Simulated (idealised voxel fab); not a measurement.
process module | voxel self aligned contacts
cross-section cut | 145 nm wide | cells 5 nm
A cross-section is a grid of square cells, given in bands from the top down. A band is one or more rows of cells.
Each band's line starts with the height of the band's top and of its bottom, in nm. Then come its materials from left to right, each with its width in nm. One material with "throughout" fills the band from edge to edge. "air" is empty space.
Height 0 is the level under which the wafer as received is all one material. The lowest band goes on downwards, as in "0 down".
A width such as "30 to 40" changes by the same amount from each row of cells to the next, from the band's top row to its bottom row.
"no change" after a step means that no cell of the cross-section changed.
closed voids: empty space of 8 cells or more with no open way to the top, each as width x height at its distance from the left edge, in nm
after a step's settings: what the simulator itself notes on the step
overlay nm, on a step with a mask: how far to the right of its planned place the mask lay; to the left if negative
plan
1 op RECEIVE | material Si
2 op CONFORMAL_DEP | material SiO2 | thk nm 5
3 op DIRECTIONAL_DEP | material polySi | thk nm 30
4 op DIRECTIONAL_DEP | material SiN | thk nm 20
5 op MASKED_ETCH | tone cover | mask id GATE | width nm 25 | pitch nm 60 | etch materials SiN | depth nm 20 | overlay nm 0
6 op MASKED_ETCH | tone cover | mask id GATE | width nm 25 | pitch nm 60 | etch materials polySi | depth nm 30 | overlay nm 0
7 op CONFORMAL_DEP | material SiN | thk nm 5
8 op DIRECTIONAL_ETCH | etch materials SiN | depth nm 5
9 op FILL_DEP | material SiO2 | thk nm 20
10 op CMP | height nm 65
11 op DIRECTIONAL_DEP | material aC | thk nm 15
12 op PATTERN | tone open | mask id CONTACT | material resist | width nm 45 | thk nm 30 | overlay nm 0
13 op DIRECTIONAL_ETCH | etch materials aC | depth nm 15
14 op STRIP | etch materials resist
15 op DIRECTIONAL_ETCH | etch materials SiO2 | depth nm 65
16 op STRIP | etch materials aC
17 op CONFORMAL_DEP | material TiN | thk nm 5
18 op FILL_DEP | material Ru | thk nm 5
19 op CMP | height nm 65
20 op CONFORMAL_DEP | material SiN | thk nm 5
varied across the wafers: thk nm of step 2. The plan shows the first wafer's value. All wafers start alike
first wafer as received, after step 1
  0 down: Si throughout
  closed voids: none
first wafer at the end, after step 20
  70 to 65: SiN throughout
  65 to 55: SiO2 50 | TiN 5 to 15 | Ru 35 to 15 | TiN 5 to 15 | SiO2 50
  55 to 35: SiO2 25 | SiN 35 | TiN 5 | Ru 15 | TiN 5 | SiN 35 | SiO2 25
  35 to 5: SiO2 25 | SiN 5 | polySi 25 | SiN 5 | TiN 5 | Ru 15 | TiN 5 | SiN 5 | polySi 25 | SiN 5 | SiO2 25
  5 to 0: SiO2 60 | TiN 25 | SiO2 60
  0 down: Si throughout
  closed voids: none
last wafer at the end
  70 to 65: SiN throughout
  65 to 50: SiO2 25 | SiN 35 | TiN 5 | Ru 15 | TiN 5 | SiN 35 | SiO2 25
  50 to 20: SiO2 25 | SiN 5 | polySi 25 | SiN 5 | TiN 5 | Ru 15 | TiN 5 | SiN 5 | polySi 25 | SiN 5 | SiO2 25
  20 to 5: SiO2 60 | TiN 5 | Ru 15 | TiN 5 | SiO2 60
  5 to 0: SiO2 60 | TiN 25 | SiO2 60
  0 down: Si throughout
  closed voids: none
each wafer at the end: cells of each material gained (+) or lost (-) since it was received, then its closed voids
thk nm 5 | +40 Ru | +109 SiN | +164 SiO2 | +33 TiN | +60 polySi | closed voids: none
thk nm 10 | +36 Ru | +109 SiN | +168 SiO2 | +33 TiN | +60 polySi | closed voids: none
thk nm 15 | +36 Ru | +109 SiN | +172 SiO2 | +29 TiN | +60 polySi | closed voids: none
thk nm 20 | +36 Ru | +95 SiN | +186 SiO2 | +29 TiN | +60 polySi | closed voids: none
